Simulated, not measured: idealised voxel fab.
Title: Process Module voxel released beams
Xsec cut, 235 nm wide, square cell size 5 nm.
How to read a cross-section here: the picture is a grid of square cells, written as bands going from the top down, and any band can span one or more rows of cells. Read a band's entry like this: the first values are the height of its top and the height of its bottom in nm, and what follows is the sequence of materials from left to right, each with its width in nm. Note that "air" is empty space, and that a single material marked "all across" reaches across the band from edge to edge. Counting heights begins at 0, where everything beneath is, in the wafer as received, one material. The lowest band has no bottom; it goes on downwards, as "z 0 and below" shows. When a width is written as two numbers, as in "30 to 40", the first number is the width in the top row of cells of the band and the second is the width in its bottom row, and the width changes by the same amount from each row to the next. Take "stayed the same" at face value: in the step it is given for, the cross-section changed in none of its cells. You'll see "Trapped void list" listing empty spaces that have no way open to the top, as long as they're 8 cells or more; the notation is width x height at distance, where the distance is from the left edge, and all of it is in nm. Whatever follows a step's settings on its line is a remark the simulator itself makes about that step. overlay nm: how far to the right of its planned place the mask lay on this masked step (negative: to the left).

Plan:
1. op RECEIVE | material Si
2. op CONFORMAL_DEP | material Al2O3 | thk nm 5
3. op DIRECTIONAL_DEP | material SiO2 | thk nm 20
4. op MASKED_ETCH | tone open | mask id ANCHOR | width nm 25 | etch materials SiO2 | depth nm 20 | overlay nm 0
5. op CONFORMAL_DEP | material W | thk nm 10
6. op DIRECTIONAL_DEP | material aC | thk nm 10
7. op PATTERN | tone cover | mask id BEAM | material resist | width nm 70 | thk nm 25 | overlay nm 0
8. op DIRECTIONAL_ETCH | etch materials aC | depth nm 10
9. op STRIP | etch materials resist
10. op DIRECTIONAL_ETCH | etch materials W | depth nm 10
11. op STRIP | etch materials aC
12. op STRIP | etch materials SiO2
What sets these wafers apart? The width nm at step 7. They all start alike, and the plan carries the first wafer's value.

Cross-section of the first incoming wafer of several, state after step 1:
- z 0 and below: Si all across
- Trapped void list: none

Depicted here is the first of several wafers in cross-section, at module completion following the last step, step 12:
- z 35 to 25: air (80)  W (10)  air (5)  W (55)  air (85)
- z 25 to 15: air (80)  W (10)  air (5)  W (10)  air (130)
- z 15 to 5: air (80)  W (25)  air (130)
- z 5 to 0: Al2O3 all across
- z 0 and below: Si all across
- Trapped void list: none

End of module, last wafer sectioned:
- z 35 to 25: air (70)  W (20)  air (5)  W (70)  air (70)
- z 25 to 15: air (80)  W (10)  air (5)  W (10)  air (130)
- z 15 to 5: air (80)  W (25)  air (130)
- z 5 to 0: Al2O3 all across
- z 0 and below: Si all across
- Trapped void list: none

Gained (+) or lost (-) cells of each material since receipt, then closed voids: one row per wafer, at the end of the module:
width nm 70 | +47 Al2O3 | +44 W | Trapped void list: none
width nm 75 | +47 Al2O3 | +46 W | Trapped void list: none
width nm 80 | +47 Al2O3 | +48 W | Trapped void list: none
width nm 85 | +47 Al2O3 | +50 W | Trapped void list: none
width nm 90 | +47 Al2O3 | +52 W | Trapped void list: none
width nm 95 | +47 Al2O3 | +54 W | Trapped void list: none
